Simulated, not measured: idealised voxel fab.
Process module name: voxel gate over fins
Cross-sectional view cut (width: 155 nm; square cell size: 5 nm).
If you're reading a cross-section in this doc, picture square cells in a grid; it comes to you as bands, top ones listed first down to the bottom, and a band can be one or more rows of cells.
First you get the band's top height and its bottom height, in nm, and then the materials it's made of, left to right, with each width in nm. If you see a single material with "edge to edge", that one covers the band edge to edge. "blank" is empty space.
Where do heights start? At 0: under that level the wafer as delivered is made of one material only. And the lowest band has no floor; it just carries on downward, as in "z 0 and below".
The two numbers in a width such as "30 to 40" mark its ends across the band: the first belongs to the top row of cells, the second to the bottom row, and from each row to the next the width moves by the same amount.
Step marked "changes: none"? Then no cell in the cross-section changed in it.
What "Closed void listing" gives you is every empty space of 8 cells or more that is cut off from the top. Each appears as width x height at distance, with the distance taken from the left edge and width, height and distance all in nm.
On each step's line, the part that comes after the settings is the simulator's own comment on the step.
What "overlay nm" on a step's line means: if the step has a mask, that mask lay this far to the right of its planned place, or, when the value is negative, to the left.

### The following list gives the planned process steps
1: RECEIVE,material Si
2: CONFORMAL_DEP,material SiN,thk nm 10
3: DIRECTIONAL_DEP,material aC,thk nm 10
4: PATTERN,tone cover,mask id FINS,material resist,width nm 15,pitch nm 35,thk nm 30,overlay nm -15
5: DIRECTIONAL_ETCH,etch materials aC,depth nm 10
6: STRIP,etch materials resist
7: DIRECTIONAL_ETCH,etch materials SiN,depth nm 10
8: DIRECTIONAL_ETCH,etch materials Si,depth nm 40
9: STRIP,etch materials aC
10: FILL_DEP,material SiO2,thk nm 10
11: CMP,height nm 10
12: SELECTIVE_ETCH,etch materials SiO2,depth nm 20
13: STRIP,etch materials SiN
14: CONFORMAL_DEP,material HfO2,thk nm 5
15: CONFORMAL_DEP,material TiN,thk nm 5
16: CONFORMAL_DEP,material TiAl,thk nm 5
17: CONFORMAL_DEP,material TiN,thk nm 5
18: FILL_DEP,material W,thk nm 15
19: CMP,height nm 30
20: CONFORMAL_DEP,material SiN,thk nm 5
Be aware that, although all wafers share a common starting state, the overlay nm at step 4 differs among them, and the plan displays the first wafer's value.

### Cross-section, first of several wafers, as delivered after step 1
* z 0 and below | Si edge to edge
* Closed void listing: none

### End of the module, past its last step, step 20: how the first of several wafers looks in cross-section
* z 35 to 30 | SiN edge to edge
* z 30 to 20 | W edge to edge
* z 20 to 15 | TiN 125 / W 30
* z 15 to 10 | TiN 5 / TiAl 115 / TiN 5 / W 30
* z 10 to 5 | TiN 5 / TiAl 5 / TiN 105 / TiAl 5 / TiN 35
* z 5 to 0 | TiAl 10 / TiN 5 / HfO2 25 / TiN 10 / HfO2 25 / TiN 10 / HfO2 25 / TiN 5 / TiAl 40
* z 0 to -5 | TiN 15 / HfO2 5 / Si 15 / HfO2 5 / TiN 10 / HfO2 5 / Si 15 / HfO2 5 / TiN 10 / HfO2 5 / Si 15 / HfO2 5 / TiN 45
* z -5 to -10 | HfO2 20 / Si 15 / HfO2 20 / Si 15 / HfO2 20 / Si 15 / HfO2 50
* z -10 to -40 | SiO2 20 / Si 15 / SiO2 20 / Si 15 / SiO2 20 / Si 15 / SiO2 50
* z -40 and below | Si edge to edge
* Closed void listing: none

### End of module, last wafer sectioned
* z 35 to 30 | SiN edge to edge
* z 30 to 20 | W edge to edge
* z 20 to 15 | W 30 / TiN 125
* z 15 to 10 | W 30 / TiN 5 / TiAl 115 / TiN 5
* z 10 to 5 | TiN 35 / TiAl 5 / TiN 105 / TiAl 5 / TiN 5
* z 5 to 0 | TiAl 40 / TiN 5 / HfO2 25 / TiN 10 / HfO2 25 / TiN 10 / HfO2 25 / TiN 5 / TiAl 10
* z 0 to -5 | TiN 45 / HfO2 5 / Si 15 / HfO2 5 / TiN 10 / HfO2 5 / Si 15 / HfO2 5 / TiN 10 / HfO2 5 / Si 15 / HfO2 5 / TiN 15
* z -5 to -10 | HfO2 50 / Si 15 / HfO2 20 / Si 15 / HfO2 20 / Si 15 / HfO2 20
* z -10 to -40 | SiO2 50 / Si 15 / SiO2 20 / Si 15 / SiO2 20 / Si 15 / SiO2 20
* z -40 and below | Si edge to edge
* Closed void listing: none

### wafer rows; end of module; cells per material since receipt: (+) gained, (-) lost; then closed voids
overlay nm -15 | +43 HfO2 | -176 Si | +31 SiN | +132 SiO2 | +35 TiAl | +78 TiN | +74 W | Closed void listing: none
overlay nm -10 | +43 HfO2 | -176 Si | +31 SiN | +132 SiO2 | +35 TiAl | +78 TiN | +74 W | Closed void listing: none
overlay nm -5 | +43 HfO2 | -176 Si | +31 SiN | +132 SiO2 | +35 TiAl | +78 TiN | +74 W | Closed void listing: none
overlay nm 0 | +43 HfO2 | -176 Si | +31 SiN | +132 SiO2 | +35 TiAl | +78 TiN | +74 W | Closed void listing: none
overlay nm 5 | +43 HfO2 | -176 Si | +31 SiN | +132 SiO2 | +35 TiAl | +78 TiN | +74 W | Closed void listing: none
overlay nm 10 | +43 HfO2 | -176 Si | +31 SiN | +132 SiO2 | +35 TiAl | +78 TiN | +74 W | Closed void listing: none
overlay nm 15 | +43 HfO2 | -176 Si | +31 SiN | +132 SiO2 | +35 TiAl | +78 TiN | +74 W | Closed void listing: none
